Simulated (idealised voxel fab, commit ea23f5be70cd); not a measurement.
A process module follows: voxel ribs on slabs.
The figure presents cross-section cut, which has a width of 260 nm and is divided into square cells with an edge length of 5 nm.
A cross-section is written here as square cells arranged in a grid, and it is given in bands from the top down, each band taking up one or more rows of cells. Top height, bottom height, nm. Materials left to right, width each, nm. Single material + "full width" = fills band edge to edge. "empty" = empty. Heights from 0 (as-received wafer is one material below). Bottom band endless downward, as "0 and below". A width such as "30 to 40" changes by the same amount from each row of cells to the next, from the band's top row to its bottom row. Step note "identical to before" = no cross-section cell changed. Listed in "Internal closed voids": every empty space of 8 or more cells without an open way to the top. Form: width x height at distance, the distance being from the left edge, all in nm. If you see something after the settings on a step's line, that's the simulator's own remark about that step. "overlay nm" on a masked step: distance the mask lay right of its planned place, negative for left.

## Process steps - plan
1. RECEIVE [material Si]
2. DIRECTIONAL_DEP [material SiO2] [thk nm 20]
3. DIRECTIONAL_DEP [material SiN] [thk nm 25]
4. DIRECTIONAL_DEP [material aC] [thk nm 10]
5. PATTERN [tone cover] [mask id RIB] [material resist] [width nm 20] [thk nm 25] [overlay nm 0]
6. DIRECTIONAL_ETCH [etch materials aC] [depth nm 10]
7. STRIP [etch materials resist]
8. DIRECTIONAL_ETCH [etch materials SiN] [depth nm 5]
9. STRIP [etch materials aC]
10. MASKED_ETCH [tone cover] [mask id SLAB] [width nm 60] [etch materials SiN] [depth nm 20] [overlay nm 0]
11. FILL_DEP [material SiO2] [thk nm 15]
12. CMP [height nm 45]
13. DIRECTIONAL_DEP [material W] [thk nm 5]
14. PATTERN [tone cover] [mask id HEATER] [material resist] [width nm 30] [thk nm 15] [overlay nm 0]
15. DIRECTIONAL_ETCH [etch materials W] [depth nm 5]
16. STRIP [etch materials resist]
17. CONFORMAL_DEP [material SiO2] [thk nm 10]
varied across the wafers: height nm of step 12. The plan shows the first wafer's value. All wafers start alike

## Cross-section of the first of several received wafers, showing its state after step 1
* 0 and below | Si full width
* Internal closed voids: none

## Below, a row for every wafer. Read it as the end-of-module picture: for each material the wafer shows its cells gained (+) or lost (-) since it was received, and then its closed voids
height nm 45; +52 SiN; +524 SiO2; +6 W; Internal closed voids: none
height nm 50; +52 SiN; +576 SiO2; +6 W; Internal closed voids: none
height nm 55; +52 SiN; +628 SiO2; +6 W; Internal closed voids: none
height nm 60; +52 SiN; +680 SiO2; +6 W; Internal closed voids: none
